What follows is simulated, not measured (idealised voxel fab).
The following is a process module called voxel wiring stack.
FYI the section here is cut, 195 nm wide, cells are 5 nm squares.
This document writes a cross-section as a grid whose cells are square, and gives it as bands, listed from the top down; one or more rows of cells form a band. For a band, the entry starts with two heights in nm, that of the top and then that of the bottom, and carries on with the band's materials in order from left to right, each alongside its width in nm; the word "full width" beside a single material means it fills the band edge to edge, and "empty" means empty space. Where do heights start? At 0: under that level the wafer as delivered is made of one material only. And the lowest band has no floor; it just carries on downward, as in "0 nm and below". Width: "30->40" (first number = top row, second number = bottom row, same change from row to row of cells). A step reported as "nothing was modified" is a step in which no cell of the cross-section changed. "Voids, enclosed" - sealed voids, min. 8 cells, no opening to top; format: width x height at distance (distance from left edge; nm throughout). That trailing text on a step's line, after the settings, is the simulator's own remark on the step. Each step line may optionally specify "overlay nm", which for a step with a mask gives the rightward distance between the mask's planned place and where it lay, a negative value indicating the leftward direction.
### Steps planned for the process
1) RECEIVE with material Si
2) CONFORMAL_DEP with material SiO2, thk nm 10
3) CONFORMAL_DEP with material SiN, thk nm 5
4) DIRECTIONAL_DEP with material SiO2, thk nm 15
5) DIRECTIONAL_DEP with material aC, thk nm 15
6) PATTERN with tone open, mask id METAL_1, material resist, width nm 25, pitch nm 40, thk nm 35, overlay nm 0
7) DIRECTIONAL_ETCH with etch materials aC, depth nm 15
8) STRIP with etch materials resist
9) DIRECTIONAL_ETCH with etch materials SiO2, depth nm 15
10) DIRECTIONAL_ETCH with etch materials SiN, depth nm 5
11) STRIP with etch materials aC
12) CONFORMAL_DEP with material TiN, thk nm 5
13) FILL_DEP with material W, thk nm 10
14) CMP with height nm 30
15) EPI with material Ru, thk nm 5
16) FILL_DEP with material SiCN, thk nm 5
17) DIRECTIONAL_DEP with material lowk, thk nm 15
18) DIRECTIONAL_DEP with material aC, thk nm 10
19) PATTERN with tone open, mask id PLUG_1, material resist, width nm 15, pitch nm 40, thk nm 30, overlay nm 0
20) DIRECTIONAL_ETCH with etch materials aC, depth nm 10
21) STRIP with etch materials resist
22) DIRECTIONAL_ETCH with etch materials lowk, depth nm 15
23) DIRECTIONAL_ETCH with etch materials SiCN, depth nm 5
24) STRIP with etch materials aC
25) CONFORMAL_DEP with material TiN, thk nm 5
26) FILL_DEP with material W, thk nm 10
27) CMP with height nm 55
28) CONFORMAL_DEP with material SiN, thk nm 5
29) DIRECTIONAL_DEP with material SiO2, thk nm 20
30) MASKED_ETCH with tone open, mask id METAL_2, width nm 25, pitch nm 40, etch materials SiO2, depth nm 20, overlay nm 0
31) MASKED_ETCH with tone open, mask id METAL_2, width nm 25, pitch nm 40, etch materials SiN, depth nm 5, overlay nm 0
32) CONFORMAL_DEP with material TiN, thk nm 5
33) FILL_DEP with material Cu, thk nm 5
34) CMP with height nm 80
35) CONFORMAL_DEP with material SiCN, thk nm 5
36) DIRECTIONAL_DEP with material SiO2, thk nm 20
37) DIRECTIONAL_DEP with material aC, thk nm 15
38) PATTERN with tone open, mask id PLUG_2, material resist, width nm 15, pitch nm 40, thk nm 30, overlay nm 0
39) DIRECTIONAL_ETCH with etch materials aC, depth nm 15
40) STRIP with etch materials resist
41) DIRECTIONAL_ETCH with etch materials SiO2, depth nm 20
42) DIRECTIONAL_ETCH with etch materials SiCN, depth nm 5
43) STRIP with etch materials aC
44) CONFORMAL_DEP with material TiN, thk nm 5
45) FILL_DEP with material W, thk nm 10
46) CMP with height nm 105
47) DIRECTIONAL_DEP with material TiN, thk nm 5
48) DIRECTIONAL_DEP with material W, thk nm 25
49) PATTERN with tone cover, mask id METAL_3, material resist, width nm 25, pitch nm 40, thk nm 20, overlay nm 0
50) DIRECTIONAL_ETCH with etch materials W, depth nm 25
51) DIRECTIONAL_ETCH with etch materials TiN, depth nm 5
52) STRIP with etch materials resist
53) FILL_DEP with material lowk, thk nm 5
54) CMP with height nm 135
55) CONFORMAL_DEP with material SiN, thk nm 5
### As received (post step 1): cross-section
* 0 nm and below  Si full width
* Voids, enclosed: none
### What the wafer looks like in cross-section after this module, when it starts as shown above and follows the plan above but one mistake is made in running it
* 140 nm to 135 nm  SiN full width
* 135 nm to 110 nm  lowk 45 nm / W 25 nm / lowk 15 nm / W 25 nm / lowk 15 nm / W 25 nm / lowk 45 nm
* 110 nm to 105 nm  lowk 45 nm / TiN 25 nm / lowk 15 nm / TiN 25 nm / lowk 15 nm / TiN 25 nm / lowk 45 nm
* 105 nm to 85 nm  SiO2 45 nm / TiN 5 nm / W 5 nm / TiN 5 nm / SiO2 25 nm / TiN 5 nm / W 5 nm / TiN 5 nm / SiO2 25 nm / TiN 5 nm / W 5 nm / TiN 5 nm / SiO2 55 nm
* 85 nm to 80 nm  SiCN 45 nm / TiN 15 nm / SiCN 25 nm / TiN 15 nm / SiCN 25 nm / TiN 15 nm / SiCN 55 nm
* 80 nm to 60 nm  SiO2 45 nm / TiN 5 nm / Cu 15 nm / TiN 5 nm / SiO2 15 nm / TiN 5 nm / Cu 15 nm / TiN 5 nm / SiO2 15 nm / TiN 5 nm / Cu 15 nm / TiN 5 nm / SiO2 45 nm
* 60 nm to 55 nm  SiN 45 nm / TiN 25 nm / SiN 15 nm / TiN 25 nm / SiN 15 nm / TiN 25 nm / SiN 45 nm
* 55 nm to 40 nm  lowk 45 nm / TiN 5 nm / W 5 nm / TiN 5 nm / lowk 25 nm / TiN 5 nm / W 5 nm / TiN 5 nm / lowk 25 nm / TiN 5 nm / W 5 nm / TiN 5 nm / lowk 55 nm
* 40 nm to 35 nm  SiCN 45 nm / TiN 15 nm / SiCN 25 nm / TiN 15 nm / SiCN 25 nm / TiN 15 nm / SiCN 55 nm
* 35 nm to 30 nm  SiCN 45 nm / Ru 25 nm / SiCN 15 nm / Ru 25 nm / SiCN 15 nm / Ru 25 nm / SiCN 45 nm
* 30 nm to 15 nm  SiO2 50 nm / TiN 5 nm / W 5 nm / TiN 5 nm / SiO2 25 nm / TiN 5 nm / W 5 nm / TiN 5 nm / SiO2 25 nm / TiN 5 nm / W 5 nm / TiN 5 nm / SiO2 50 nm
* 15 nm to 10 nm  SiN 50 nm / TiN 15 nm / SiN 25 nm / TiN 15 nm / SiN 25 nm / TiN 15 nm / SiN 50 nm
* 10 nm to 0 nm  SiO2 full width
* 0 nm and below  Si full width
* Voids, enclosed: none
Error vs. plan: step 6 did not use the planned setting and instead ran as PATTERN with tone open, mask id METAL_1, material resist, width nm 15, pitch nm 40, thk nm 35, overlay nm 0
